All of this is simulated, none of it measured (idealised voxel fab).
Process module, titled voxel self aligned contacts
cross-section cut | 255 nm wide | cells 5 nm
Format of a cross-section: grid, square cells. Given as bands. Order: top down. Band: one or more rows of cells.
The band entry comprises the height of the band's top followed by the height of its bottom, expressed in nm, and subsequently the band's materials from left to right, each stated together with its width in nm. Where a single material is marked with the word "full width", that material fills the band from edge to edge. The word "blank" represents empty space.
Basically, 0 is our baseline, since under it the wafer straight out of the box is all one material. The bottom band has no lower end and keeps on going down, so it looks like "0 down".
So if you see something like "30..40" for the width, read it as the top row of the band sitting at the first number and the bottom row at the second, with every row in between moving by the same amount as the last.
It should be understood that the words "no alterations made", when stated for a given step, signify that the cross-section underwent no change in any of its cells during that step.
"Closed void register" means: voids of 8 cells or more that are shut off from the top with no open way through. Written width x height at distance, distance from the left edge, in nm.
That trailing text on a step's line, after the settings, is the simulator's own remark on the step.
Steps that use a mask can have "overlay nm" on their line. It says how far the mask sat to the right of where it was meant to be. Negative means to the left.

### Set out below are the planned steps of the process
1: RECEIVE [material Si]
2: CONFORMAL_DEP [material SiO2] [thk nm 5]
3: DIRECTIONAL_DEP [material polySi] [thk nm 25]
4: DIRECTIONAL_DEP [material SiN] [thk nm 25]
5: MASKED_ETCH [tone cover] [mask id GATE] [width nm 30] [pitch nm 70] [etch materials SiN] [depth nm 25] [overlay nm 0]
6: MASKED_ETCH [tone cover] [mask id GATE] [width nm 30] [pitch nm 70] [etch materials polySi] [depth nm 25] [overlay nm 0]
7: CONFORMAL_DEP [material SiN] [thk nm 10]
8: DIRECTIONAL_ETCH [etch materials SiN] [depth nm 10]
9: FILL_DEP [material SiO2] [thk nm 10]
10: CMP [height nm 60]
11: DIRECTIONAL_DEP [material aC] [thk nm 15]
12: PATTERN [tone open] [mask id CONTACT] [material resist] [width nm 50] [thk nm 30] [overlay nm 0]
13: DIRECTIONAL_ETCH [etch materials aC] [depth nm 15]
14: STRIP [etch materials resist]
15: DIRECTIONAL_ETCH [etch materials SiO2] [depth nm 60]
16: STRIP [etch materials aC]
17: CONFORMAL_DEP [material TiN] [thk nm 5]
18: FILL_DEP [material Ru] [thk nm 5]
19: CMP [height nm 60]
20: CONFORMAL_DEP [material SiCN] [thk nm 5]

### The cross-section here shows the wafer as received, i.e. in its state after step 1
  0 down = Si full width
  Closed void register: none

### Wafer cross-section at end of module: start and plan as shown above, one execution error
  65 to 60 = SiCN full width
  60 to 55 = Ru: 60; TiN: 40; SiO2: 50; TiN: 40; Ru: 65
  55 to 30 = Ru: 60; TiN: 5; SiN: 50; SiO2: 20; SiN: 50; TiN: 5; Ru: 65
  30 to 5 = Ru: 60; TiN: 5; SiN: 10; polySi: 30; SiN: 10; SiO2: 20; SiN: 10; polySi: 30; SiN: 10; TiN: 5; Ru: 65
  5 to 0 = TiN: 65; SiO2: 120; TiN: 70
  0 down = Si full width
  Closed void register: none
what went wrong: for step 12, the planned setting was not used; the step was instead run as PATTERN [tone cover] [mask id CONTACT] [material resist] [width nm 50] [thk nm 30] [overlay nm 0]
